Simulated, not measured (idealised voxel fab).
Process module name: voxel transistor to metal
Cross-sectional view cut (width: 205 nm; square cell size: 5 nm).
If you're reading a cross-section in this doc, picture square cells in a grid; it comes to you as bands, top ones listed first down to the bottom, and a band can be one or more rows of cells.
This entry defines a band. It first specifies the height of the band's top and the height of its bottom in nm, and then specifies the band's materials from left to right, stating each material with its width in nm. The word "all across" identifies a single material that fills the band from edge to edge, while the word "blank" identifies empty space.
Height is counted from the level 0, under which the received wafer is composed throughout of one material. The lowest of the bands is not closed at the bottom but continues downward, in the notation "top 0, no bottom".
The two numbers in a width such as "30..40" mark its ends across the band: the first belongs to the top row of cells, the second to the bottom row, and from each row to the next the width moves by the same amount.
"nothing got changed" -> step changed no cross-section cell.
Closed-off voids of 8+ cells (no open route to the top) go in "Closed void entries", written width x height at distance from the left edge, in nm.
Note: text after step settings on the step line = simulator remark on that step.
Regarding "overlay nm": on a step with a mask, it is the distance the mask lay to the right of its planned place; a negative value places it to the left.
**plan**
1,RECEIVE,material Si
2,CONFORMAL_DEP,material SiO2,thk nm 5
3,CONFORMAL_DEP,material SiN,thk nm 15
4,MASKED_ETCH,tone cover,mask id ACTIVE,width nm 95,etch materials SiN,depth nm 15,overlay nm 0
5,MASKED_ETCH,tone cover,mask id ACTIVE,width nm 95,etch materials SiO2,depth nm 5,overlay nm 0
6,MASKED_ETCH,tone cover,mask id ACTIVE,width nm 95,etch materials Si,depth nm 25,overlay nm 0
7,FILL_DEP,material SiO2,thk nm 15
8,CMP,height nm 20
9,SELECTIVE_ETCH,etch materials SiO2,depth nm 10
10,STRIP,etch materials SiN
11,SELECTIVE_ETCH,etch materials SiO2,depth nm 5
12,OXIDIZE,depth nm 5
13,DIRECTIONAL_DEP,material polySi,thk nm 25
14,DIRECTIONAL_DEP,material SiCN,thk nm 15
15,PATTERN,tone cover,mask id GATE,material resist,width nm 25,thk nm 15,overlay nm 0
16,DIRECTIONAL_ETCH,etch materials SiCN,depth nm 25
17,DIRECTIONAL_ETCH,etch materials polySi,depth nm 35
18,STRIP,etch materials resist
19,CONFORMAL_DEP,material SiN,thk nm 10
20,DIRECTIONAL_ETCH,etch materials SiN,depth nm 10
21,DIRECTIONAL_ETCH,etch materials SiO2,depth nm 5
22,EPI,material SiGe,thk nm 5
23,FILL_DEP,material SiO2,thk nm 10
24,CMP,height nm 40
25,DIRECTIONAL_DEP,material SiO2,thk nm 10
26,PATTERN,tone open,mask id CONTACT,material resist,width nm 25,pitch nm 60,thk nm 15,overlay nm 0
27,DIRECTIONAL_ETCH,etch materials SiO2,depth nm 50
28,STRIP,etch materials resist
29,CONFORMAL_DEP,material TiN,thk nm 5
30,FILL_DEP,material Ru,thk nm 10
31,CMP,height nm 50
32,CONFORMAL_DEP,material SiN,thk nm 5
33,DIRECTIONAL_DEP,material SiO2,thk nm 15
34,MASKED_ETCH,tone open,mask id METAL_1,width nm 15,pitch nm 70,etch materials SiO2,depth nm 15,overlay nm 0
35,MASKED_ETCH,tone open,mask id METAL_1,width nm 15,pitch nm 70,etch materials SiN,depth nm 5,overlay nm 0
36,CONFORMAL_DEP,material TiN,thk nm 5
37,FILL_DEP,material W,thk nm 5
38,CMP,height nm 70
39,CONFORMAL_DEP,material SiCN,thk nm 5
**Received-state cross-section, reflecting completion of step 1**
    top 0, no bottom = Si all across
    Closed void entries: none
**Figure: cross-sectional view of the wafer upon completion of the module, processed from the initial state and according to the plan depicted above, with one error introduced during execution**
    top 75, bottom 70 = SiCN all across
    top 70, bottom 55 = SiO2 60  TiN 5  W 5  TiN 5  SiO2 55  TiN 5  W 5  TiN 5  SiO2 60
    top 55, bottom 50 = SiN 60  TiN 15  SiN 55  TiN 15  SiN 60
    top 50, bottom 40 = SiO2 60  TiN 5  Ru 15..10  TiN 5..10  SiO2 35  TiN 5..10  Ru 15..10  TiN 5  SiO2 60
    top 40, bottom 25 = SiO2 60  TiN 5  Ru 10  TiN 5  SiN 10  SiCN 25  SiN 10  TiN 5  Ru 10  TiN 5  SiO2 60
    top 25, bottom 5 = SiO2 60  TiN 5  Ru 10  TiN 5  SiN 10  polySi 25  SiN 10  TiN 5  Ru 10  TiN 5  SiO2 60
    top 5, bottom 0 = SiO2 50  SiN 10  TiN 20  SiN 10  polySi 25  SiN 10  TiN 20  SiN 10  SiO2 50
    top 0, bottom -5 = SiO2 50  SiN 5  SiO2 5  SiGe 20  SiO2 45  SiGe 20  SiO2 5  SiN 5  SiO2 50
    top -5, bottom -10 = SiO2 60  Si 85  SiO2 60
    top -10, bottom -25 = SiO2 55  Si 95  SiO2 55
    top -25, no bottom = Si all across
    Closed void entries: none
What was the processing mistake? step 2 of the plan was excluded from execution and never run
